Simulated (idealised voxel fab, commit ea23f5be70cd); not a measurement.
The following is a process module called voxel fin reveal.
Xsec cut, 255 nm wide, square cell size 5 nm.
When this document writes out a cross-section, it uses a grid of square cells and lists it as bands, beginning at the top and moving down, with a band standing for one or more rows of cells. Top height, bottom height, nm. Materials left to right, width each, nm. Single material + "throughout" = fills band edge to edge. "blank" = empty. Where do heights start? At 0: under that level the wafer as delivered is made of one material only. And the lowest band has no floor; it just carries on downward, as in "z 0 and below". Graded width ("30 to 40"): value in top row of band = first number; value in bottom row = second number; row-to-row change constant. Reading "left unchanged" for a step: not a cell of the cross-section changed in it. Heads up: "Fully sealed voids" only lists the empty pockets with no open path to the top that are 8 cells or more, and it writes them as width x height at distance, distance from the left edge, in nm. Post-settings text on a step line: simulator's own remark regarding the step. A step's line can hold "overlay nm"; with a mask on that step, the setting says how far right of the planned place the mask lay, while a negative setting says it lay to the left.

Below is the list of planned process steps
- 1: RECEIVE | material Si
- 2: CONFORMAL_DEP | material SiN | thk nm 10
- 3: MASKED_ETCH | tone cover | mask id FINS | width nm 15 | pitch nm 35 | etch materials SiN | depth nm 10 | overlay nm 0
- 4: MASKED_ETCH | tone cover | mask id FINS | width nm 15 | pitch nm 35 | etch materials Si | depth nm 35 | overlay nm 0
- 5: FILL_DEP | material SiO2 | thk nm 15
- 6: CMP | height nm 10
- 7: SELECTIVE_ETCH | etch materials SiO2 | depth nm 20
- 8: STRIP | etch materials SiN

As-received state of the wafer in cross-section, equivalent to post-step 1
z 0 and below = Si throughout
Fully sealed voids: none

Look at the cross-section after the module: the wafer started out the way shown above and the plan was the one shown above, yet one mistake was made along the way
z 0 to -30 = blank 65 / Si 15 / blank 20 / Si 15 / blank 20 / Si 15 / blank 20 / Si 15 / blank 70
z -30 to -35 = SiO2 65 / Si 15 / SiO2 20 / Si 15 / SiO2 20 / Si 15 / SiO2 20 / Si 15 / SiO2 70
z -35 and below = Si throughout
Fully sealed voids: none
Deviation noted in wafer processing: step 7 of the plan was performed twice
